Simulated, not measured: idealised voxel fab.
Process module name: voxel self aligned contacts
Cross-section cut: width 300 nm, square cells of 5 nm.
Reading order for cross-sections: top band down to bottom band. Underlying form: a grid of square cells. Band size: one or more rows of cells.
Look at the band entry: it leads with the top's height and the bottom's height in nm. Then it lists the materials left to right, with a width in nm for each. The word "throughout" on a single material says that material fills the band edge to edge. The word "empty" is empty space.
The level at which height equals 0 is the one under which the wafer, as it arrives, is entirely one material. No lower edge exists for the bottom band, which continues downward and is notated as in "0 and below".
It should be noted that a width expressed as "30..40" varies in equal increments from row to row of cells within the band, taking the value of the first number at the top row and that of the second number at the bottom row.
Key: "no change" - step with no changed cell in the cross-section.
The list in "Trapped void list" covers empty spaces of 8 cells or more that cannot reach the top through any open way, and it gives each as width x height at distance; the distance is from the left edge, and width, height and distance are in nm.
That trailing text on a step's line, after the settings, is the simulator's own remark on the step.
"overlay nm" answers the question of how far to the right of plan the mask lay on a step that has a mask, and when it is negative the answer is to the left.

[The following list gives the planned process steps]
1,RECEIVE,material Si
2,OXIDIZE,depth nm 5
3,DIRECTIONAL_DEP,material polySi,thk nm 20
4,DIRECTIONAL_DEP,material SiN,thk nm 15
5,PATTERN,tone cover,mask id GATE,material resist,width nm 35,pitch nm 60,thk nm 20,overlay nm 0
6,DIRECTIONAL_ETCH,etch materials SiN,depth nm 15
7,DIRECTIONAL_ETCH,etch materials polySi,depth nm 20
8,STRIP,etch materials resist
9,CONFORMAL_DEP,material SiN,thk nm 5
10,DIRECTIONAL_ETCH,etch materials SiN,depth nm 5
11,FILL_DEP,material SiO2,thk nm 15
12,CMP,height nm 45
13,PATTERN,tone open,mask id CONTACT,material resist,width nm 35,thk nm 15,overlay nm 0
14,DIRECTIONAL_ETCH,etch materials SiO2,depth nm 50
15,STRIP,etch materials resist
16,CONFORMAL_DEP,material TiN,thk nm 5
17,FILL_DEP,material Ru,thk nm 10
18,CMP,height nm 45
19,CONFORMAL_DEP,material SiN,thk nm 5

[Shown in cross-section is the wafer as received, that is, as it stands after step 1]
	0 and below | Si throughout
	Trapped void list: none

[First of two wafers at the end of the module, shown in cross-section; run carried out as planned]
	50 down to 45 | SiN throughout
	45 down to 35 | SiO2 130 nm, then TiN 5..15 nm, then Ru 25..5 nm, then TiN 5..15 nm, then SiO2 135 nm
	35 down to 20 | SiO2 95 nm, then SiN 45 nm, then TiN 5 nm, then Ru 5 nm, then TiN 5 nm, then SiN 45 nm, then SiO2 100 nm
	20 down to 0 | SiO2 95 nm, then SiN 5 nm, then polySi 35 nm, then SiN 5 nm, then TiN 5 nm, then Ru 5 nm, then TiN 5 nm, then SiN 5 nm, then polySi 35 nm, then SiN 5 nm, then SiO2 100 nm
	0 down to -5 | SiO2 140 nm, then TiN 15 nm, then SiO2 145 nm
	-5 and below | Si throughout
	Trapped void list: none

[Wafer two (of two), end-of-module cross-section: start = wafer one, plan = wafer one, one run mistake]
	50 down to 45 | SiN throughout
	45 down to 35 | SiO2 120 nm, then TiN 5..25 nm, then Ru 25..5 nm, then TiN 5 nm, then SiO2 145 nm
	35 down to 20 | SiO2 95 nm, then SiN 45 nm, then TiN 5 nm, then Ru 5 nm, then TiN 5 nm, then SiN 45 nm, then SiO2 100 nm
	20 down to 0 | SiO2 95 nm, then SiN 5 nm, then polySi 35 nm, then SiN 5 nm, then TiN 5 nm, then Ru 5 nm, then TiN 5 nm, then SiN 5 nm, then polySi 35 nm, then SiN 5 nm, then SiO2 100 nm
	0 down to -5 | SiO2 140 nm, then TiN 15 nm, then SiO2 145 nm
	-5 and below | Si throughout
	Trapped void list: none
What went wrong in running the wafer? not per plan at step 13, really ran PATTERN,tone open,mask id CONTACT,material resist,width nm 35,thk nm 15,overlay nm -10
Both wafers, final: cells per material equal; arrangement not.
